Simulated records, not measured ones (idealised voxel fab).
voxel capacitor over wiring: a process module
Shown is cross-section cut, with a width of 190 nm and square cells of size 5 nm.
Cross-section format: a grid of square cells, given as bands from top to bottom; each band is one or more rows of cells.
Within each band entry, the heights of the top and of the bottom of the band appear first, in that order and in nm; the materials of the band then follow from left to right, each with its corresponding width in nm. The designation "throughout" on a single material indicates that it fills the band from edge to edge; the designation "air" indicates empty space.
Height reference: 0 = level under which incoming wafer is all one material. Lowest band: no bottom, runs on downward, e.g. "0 down".
Note: "30..40" means the width goes from the first number (top row of the band) to the second number (bottom row) in equal steps per row of cells.
Any step labelled "nothing was modified" changed none of the cells in the cross-section.
Entry "Sealed cavities" = empty spaces >= 8 cells with no open way to the top; each as width x height at distance, distance from left edge, all nm.
Where a step's line continues beyond its settings, the continuation is a remark by the simulator itself on that step.
overlay nm: right-of-plan distance of the mask on a masked step; negative values mean left-of-plan.
This section lists the process steps that were planned
step 1: RECEIVE (material Si)
step 2: CONFORMAL_DEP (material SiO2; thk nm 15)
step 3: DIRECTIONAL_DEP (material TiN; thk nm 5)
step 4: DIRECTIONAL_DEP (material Ru; thk nm 20)
step 5: PATTERN (tone cover; mask id METAL_1; material resist; width nm 25; pitch nm 95; thk nm 20; overlay nm 0)
step 6: DIRECTIONAL_ETCH (etch materials Ru; depth nm 20)
step 7: DIRECTIONAL_ETCH (etch materials TiN; depth nm 5)
step 8: STRIP (etch materials resist)
step 9: CONFORMAL_DEP (material SiN; thk nm 5)
step 10: FILL_DEP (material SiO2; thk nm 5)
step 11: CMP (height nm 40)
step 12: CONFORMAL_DEP (material SiCN; thk nm 5)
step 13: DIRECTIONAL_DEP (material SiO2; thk nm 15)
step 14: DIRECTIONAL_DEP (material aC; thk nm 15)
step 15: PATTERN (tone open; mask id PLUG_1; material resist; width nm 15; thk nm 30; overlay nm 0)
step 16: DIRECTIONAL_ETCH (etch materials aC; depth nm 15)
step 17: STRIP (etch materials resist)
step 18: DIRECTIONAL_ETCH (etch materials SiO2; depth nm 15)
step 19: DIRECTIONAL_ETCH (etch materials SiCN; depth nm 5)
step 20: STRIP (etch materials aC)
step 21: CONFORMAL_DEP (material TiN; thk nm 5)
step 22: FILL_DEP (material W; thk nm 5)
step 23: CMP (height nm 60)
step 24: DIRECTIONAL_DEP (material TiN; thk nm 10)
step 25: DIRECTIONAL_DEP (material HfO2; thk nm 5)
step 26: DIRECTIONAL_DEP (material TiN; thk nm 10)
step 27: PATTERN (tone cover; mask id UPPER_PLATE; material resist; width nm 75; thk nm 15; overlay nm 0)
step 28: DIRECTIONAL_ETCH (etch materials TiN; depth nm 10)
step 29: DIRECTIONAL_ETCH (etch materials HfO2; depth nm 5)
step 30: STRIP (etch materials resist)
step 31: PATTERN (tone cover; mask id LOWER_PLATE; material resist; width nm 85; thk nm 15; overlay nm 0)
step 32: DIRECTIONAL_ETCH (etch materials TiN; depth nm 10)
step 33: STRIP (etch materials resist)
step 34: FILL_DEP (material SiO2; thk nm 20)
step 35: CMP (height nm 100)
step 36: DIRECTIONAL_DEP (material aC; thk nm 15)
step 37: PATTERN (tone open; mask id PLUG_2; material resist; width nm 15; thk nm 30; overlay nm 0)
step 38: DIRECTIONAL_ETCH (etch materials aC; depth nm 15)
step 39: STRIP (etch materials resist)
step 40: DIRECTIONAL_ETCH (etch materials SiO2; depth nm 15)
step 41: STRIP (etch materials aC)
step 42: CONFORMAL_DEP (material TiN; thk nm 5)
step 43: FILL_DEP (material Cu; thk nm 10)
step 44: CMP (height nm 100)
step 45: CONFORMAL_DEP (material SiCN; thk nm 5)
As-received state of the wafer in cross-section, equivalent to post-step 1
* 0 down: Si throughout
* Sealed cavities: none
Wafer cross-section at module end: first of two, run to plan
* 105 to 100: SiCN throughout
* 100 to 90: SiO2=55 / TiN=5 / Cu=5 / TiN=5 / SiO2=120
* 90 to 85: SiO2=55 / TiN=15 / SiO2=120
* 85 to 75: SiO2=45 / TiN=75 / SiO2=70
* 75 to 70: SiO2=45 / HfO2=75 / SiO2=70
* 70 to 60: SiO2=40 / TiN=85 / SiO2=65
* 60 to 45: SiO2=45 / TiN=5 / W=5 / TiN=5 / SiO2=130
* 45 to 40: SiCN=45 / TiN=15 / SiCN=130
* 40 to 20: SiO2=30 / SiN=5 / Ru=25 / SiN=5 / SiO2=60 / SiN=5 / Ru=25 / SiN=5 / SiO2=30
* 20 to 15: SiN=35 / TiN=25 / SiN=70 / TiN=25 / SiN=35
* 15 to 0: SiO2 throughout
* 0 down: Si throughout
* Sealed cavities: none
Module end: cross-section of wafer two of two. Same start and process plan as the first wafer. One mistake during execution
* 105 to 100: SiCN throughout
* 100 to 90: SiO2=55 / TiN=5 / Cu=5 / TiN=5 / SiO2=120
* 90 to 85: SiO2=55 / TiN=15 / SiO2=120
* 85 to 75: SiO2=45 / TiN=75 / SiO2=70
* 75 to 65: SiO2=40 / TiN=85 / SiO2=65
* 65 to 60: HfO2 throughout
* 60 to 45: SiO2=45 / TiN=5 / W=5 / TiN=5 / SiO2=130
* 45 to 40: SiCN=45 / TiN=15 / SiCN=130
* 40 to 20: SiO2=30 / SiN=5 / Ru=25 / SiN=5 / SiO2=60 / SiN=5 / Ru=25 / SiN=5 / SiO2=30
* 20 to 15: SiN=35 / TiN=25 / SiN=70 / TiN=25 / SiN=35
* 15 to 0: SiO2 throughout
* 0 down: Si throughout
* Sealed cavities: none
What was done differently from what was planned? steps 24 and 25 of the plan were each performed in the slot designated for the other
The final cell counts differ between the wafers, with the second having more or fewer of some materials than the first: HfO2: 23 more | SiO2: 23 fewer
